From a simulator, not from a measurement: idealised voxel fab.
The process module that follows is named voxel ribs on slabs.
It is cross-section cut that appears here, measuring 150 nm in width, its square cells being 5 nm in size.
Each cross-section below is a grid of square cells, stated as bands in top-down order, with one or more rows of cells making up each band.
First you get the band's top height and its bottom height, in nm, and then the materials it's made of, left to right, with each width in nm. If you see a single material with "throughout", that one covers the band edge to edge. "air" is empty space.
The reference from which all heights are counted is 0, the level beneath which the as-received wafer is entirely one material; the lowest band, having no lower bound, proceeds downward and is written after the example "0 nm and below".
The two numbers in a width such as "30..40" mark its ends across the band: the first belongs to the top row of cells, the second to the bottom row, and from each row to the next the width moves by the same amount.
It should be understood that the words "no change", when stated for a given step, signify that the cross-section underwent no change in any of its cells during that step.
"Non-vented voids" means: voids of 8 cells or more that are shut off from the top with no open way through. Written width x height at distance, distance from the left edge, in nm.
It should be noted that, on the line of a given step, the content following the step's settings is a remark produced by the simulator itself with respect to that step.
A step's line can hold "overlay nm"; with a mask on that step, the setting says how far right of the planned place the mask lay, while a negative setting says it lay to the left.

Below is the list of planned process steps:
1 RECEIVE,material Si
2 DIRECTIONAL_DEP,material SiO2,thk nm 20
3 DIRECTIONAL_DEP,material SiN,thk nm 25
4 PATTERN,tone cover,mask id RIB,material resist,width nm 30,thk nm 20,overlay nm 0
5 DIRECTIONAL_ETCH,etch materials SiN,depth nm 10
6 STRIP,etch materials resist
7 PATTERN,tone cover,mask id SLAB,material resist,width nm 80,thk nm 20,overlay nm 0
8 DIRECTIONAL_ETCH,etch materials SiN,depth nm 15
9 STRIP,etch materials resist
10 FILL_DEP,material SiO2,thk nm 30
11 CMP,height nm 65
12 DIRECTIONAL_DEP,material W,thk nm 5
13 MASKED_ETCH,tone cover,mask id HEATER,width nm 40,etch materials W,depth nm 5,overlay nm 0
14 CONFORMAL_DEP,material SiO2,thk nm 5

First wafer out of two, processed as planned:

The cross-section here shows the wafer as received, i.e. in its state after step 1:
- 0 nm and below  Si throughout
- Non-vented voids: none

Presented here is a cross-section of the wafer after step 2 has been performed:
- 20 nm to 0 nm  SiO2 throughout
- Heights below 0 show no change.

Presented here is a cross-section of the wafer after step 3 has been performed:
- 45 nm to 20 nm  SiN throughout
- Heights below 20 show no change.

Presented here is a cross-section of the wafer after step 4 has been performed:
- 65 nm to 45 nm  air 60 / resist 30 / air 60
- Heights below 45 show no change.

Presented here is a cross-section of the wafer after step 5 has been performed:
- 65 nm to 45 nm  air 60 / resist 30 / air 60
- 45 nm to 35 nm  air 60 / SiN 30 / air 60
- Heights below 35 show no change.

Presented here is a cross-section of the wafer after step 6 has been performed:
- 45 nm to 35 nm  air 60 / SiN 30 / air 60
- Heights below 35 show no change.

Presented here is a cross-section of the wafer after step 7 has been performed:
- 65 nm to 45 nm  air 35 / resist 80 / air 35
- 45 nm to 35 nm  air 35 / resist 25 / SiN 30 / resist 25 / air 35
- Heights below 35 show no change.

Presented here is a cross-section of the wafer after step 8 has been performed:
- 65 nm to 45 nm  air 35 / resist 80 / air 35
- 45 nm to 35 nm  air 35 / resist 25 / SiN 30 / resist 25 / air 35
- 35 nm to 20 nm  air 35 / SiN 80 / air 35
- Heights below 20 show no change.

Presented here is a cross-section of the wafer after step 9 has been performed:
- 45 nm to 35 nm  air 60 / SiN 30 / air 60
- Heights below 35 show no change.

Presented here is a cross-section of the wafer after step 10 has been performed:
- 75 nm to 45 nm  SiO2 throughout
- 45 nm to 35 nm  SiO2 60 / SiN 30 / SiO2 60
- 35 nm to 20 nm  SiO2 35 / SiN 80 / SiO2 35
- Heights below 20 show no change.

Presented here is a cross-section of the wafer after step 11 has been performed:
- 65 nm to 45 nm  SiO2 throughout
- Heights below 45 show no change.

Presented here is a cross-section of the wafer after step 12 has been performed:
- 70 nm to 65 nm  W throughout
- Heights below 65 show no change.

Presented here is a cross-section of the wafer after step 13 has been performed:
- 70 nm to 65 nm  air 55 / W 40 / air 55
- Heights below 65 show no change.

Presented here is a cross-section of the wafer after step 14 has been performed:
- 75 nm to 70 nm  air 50 / SiO2 50 / air 50
- 70 nm to 65 nm  SiO2 55 / W 40 / SiO2 55
- Heights below 65 show no change.

Wafer two: like wafer one in start and plan, but with one mistake in execution; identical up to and including step 11:

Second wafer, section view, time point: scheduled end of step 12:
- 70 nm to 45 nm  SiO2 throughout
- Heights below 45 show no change.

Second wafer, section view, time point: scheduled end of step 13: no change

Second wafer, section view, time point: scheduled end of step 14:
- 75 nm to 45 nm  SiO2 throughout
- Heights below 45 show no change.
Here's what went sideways: step 12 went in with a setting other than planned; the actual run was DIRECTIONAL_DEP,material SiO2,thk nm 5
End check, counted in cells, second wafer has more or fewer of these materials than the first: 28 more of SiO2 | 8 fewer of W
